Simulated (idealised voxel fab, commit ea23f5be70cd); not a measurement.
process module | voxel capacitor over wiring
cross-section cut | 165 nm wide | cells 5 nm
A cross-section is a grid of square cells, given in bands from the top down. A band is one or more rows of cells.
Each band's line starts with the height of the band's top and of its bottom, in nm. Then come its materials from left to right, each with its width in nm. One material with "throughout" fills the band from edge to edge. "air" is empty space.
Height 0 is the level under which the wafer as received is all one material. The lowest band goes on downwards, as in "0 down".
A width such as "30 to 40" changes by the same amount from each row of cells to the next, from the band's top row to its bottom row.
"no change" after a step means that no cell of the cross-section changed.
closed voids: empty space of 8 cells or more with no open way to the top, each as width x height at its distance from the left edge, in nm
after a step's settings: what the simulator itself notes on the step
overlay nm, on a step with a mask: how far to the right of its planned place the mask lay; to the left if negative
plan
1 op RECEIVE | material Si
2 op CONFORMAL_DEP | material SiO2 | thk nm 15
3 op CONFORMAL_DEP | material SiCN | thk nm 5
4 op DIRECTIONAL_DEP | material SiO2 | thk nm 25
5 op PATTERN | tone open | mask id METAL_1 | material resist | width nm 30 | pitch nm 95 | thk nm 15 | overlay nm 0
6 op DIRECTIONAL_ETCH | etch materials SiO2 | depth nm 25
7 op DIRECTIONAL_ETCH | etch materials SiCN | depth nm 5
8 op STRIP | etch materials resist
9 op CONFORMAL_DEP | material TiN | thk nm 5
10 op FILL_DEP | material Ru | thk nm 5
11 op CMP | height nm 45
12 op EPI | material Ru | thk nm 5
13 op FILL_DEP | material SiCN | thk nm 5
14 op DIRECTIONAL_DEP | material SiO2 | thk nm 20
15 op DIRECTIONAL_DEP | material aC | thk nm 10
16 op PATTERN | tone open | mask id PLUG_1 | material resist | width nm 15 | thk nm 25 | overlay nm 0
17 op DIRECTIONAL_ETCH | etch materials aC | depth nm 10
18 op STRIP | etch materials resist
19 op DIRECTIONAL_ETCH | etch materials SiO2 | depth nm 20
20 op DIRECTIONAL_ETCH | etch materials SiCN | depth nm 5
21 op STRIP | etch materials aC
22 op CONFORMAL_DEP | material TiN | thk nm 5
23 op FILL_DEP | material W | thk nm 5
24 op CMP | height nm 75
25 op DIRECTIONAL_DEP | material TiN | thk nm 5
26 op DIRECTIONAL_DEP | material SiN | thk nm 5
27 op DIRECTIONAL_DEP | material TiN | thk nm 10
28 op MASKED_ETCH | tone cover | mask id UPPER_PLATE | width nm 70 | etch materials TiN | depth nm 10 | overlay nm 0
29 op MASKED_ETCH | tone cover | mask id UPPER_PLATE | width nm 70 | etch materials SiN | depth nm 5 | overlay nm 0
30 op PATTERN | tone cover | mask id LOWER_PLATE | material resist | width nm 80 | thk nm 15 | overlay nm 0
31 op DIRECTIONAL_ETCH | etch materials TiN | depth nm 5
32 op STRIP | etch materials resist
33 op FILL_DEP | material SiO2 | thk nm 15
34 op CMP | height nm 105
35 op PATTERN | tone open | mask id PLUG_2 | material resist | width nm 15 | thk nm 20 | overlay nm 0
36 op DIRECTIONAL_ETCH | etch materials SiO2 | depth nm 10
37 op STRIP | etch materials resist
38 op CONFORMAL_DEP | material TiN | thk nm 5
39 op FILL_DEP | material Cu | thk nm 5
40 op CMP | height nm 105
41 op CONFORMAL_DEP | material SiCN | thk nm 5
as received, after step 1
  0 down: Si throughout
  closed voids: none
first wafer at the end, as planned
  110 to 105: SiCN throughout
  105 to 100: SiO2 45 | TiN 5 | Cu 5 | TiN 5 | SiO2 105
  100 to 95: SiO2 45 | TiN 15 | SiO2 105
  95 to 85: SiO2 35 | TiN 70 | SiO2 60
  85 to 80: SiO2 35 | SiN 70 | SiO2 60
  80 to 75: SiO2 30 | TiN 80 | SiO2 55
  75 to 55: SiO2 35 | TiN 5 | W 5 | TiN 5 | SiO2 115
  55 to 50: SiCN 35 | TiN 15 | SiCN 115
  50 to 45: SiCN 15 | Ru 40 | SiCN 55 | Ru 40 | SiCN 15
  45 to 20: SiO2 20 | TiN 5 | Ru 20 | TiN 5 | SiO2 65 | TiN 5 | Ru 20 | TiN 5 | SiO2 20
  20 to 15: SiCN 20 | TiN 30 | SiCN 65 | TiN 30 | SiCN 20
  15 to 0: SiO2 throughout
  0 down: Si throughout
  closed voids: none
second wafer at the end: like start, like plan, one mistake
  110 to 105: SiCN throughout
  105 to 100: SiO2 45 | TiN 5 | Cu 5 | TiN 5 | SiO2 105
  100 to 95: SiO2 45 | TiN 15 | SiO2 105
  95 to 85: SiO2 35 | TiN 70 | SiO2 60
  85 to 80: SiO2 35 | SiN 70 | SiO2 60
  80 to 75: SiO2 35 | TiN 70 | SiO2 60
  75 to 55: SiO2 35 | TiN 5 | W 5 | TiN 5 | SiO2 115
  55 to 50: SiCN 35 | TiN 15 | SiCN 115
  50 to 45: SiCN 15 | Ru 40 | SiCN 55 | Ru 40 | SiCN 15
  45 to 20: SiO2 20 | TiN 5 | Ru 20 | TiN 5 | SiO2 65 | TiN 5 | Ru 20 | TiN 5 | SiO2 20
  20 to 15: SiCN 20 | TiN 30 | SiCN 65 | TiN 30 | SiCN 20
  15 to 0: SiO2 throughout
  0 down: Si throughout
  closed voids: none
what went wrong: step 30 ran as: op PATTERN | tone cover | mask id LOWER_PLATE | material resist | width nm 70 | thk nm 15 | overlay nm 0
at the end the second wafer has, in cells: 2 more of SiO2 | 2 fewer of TiN
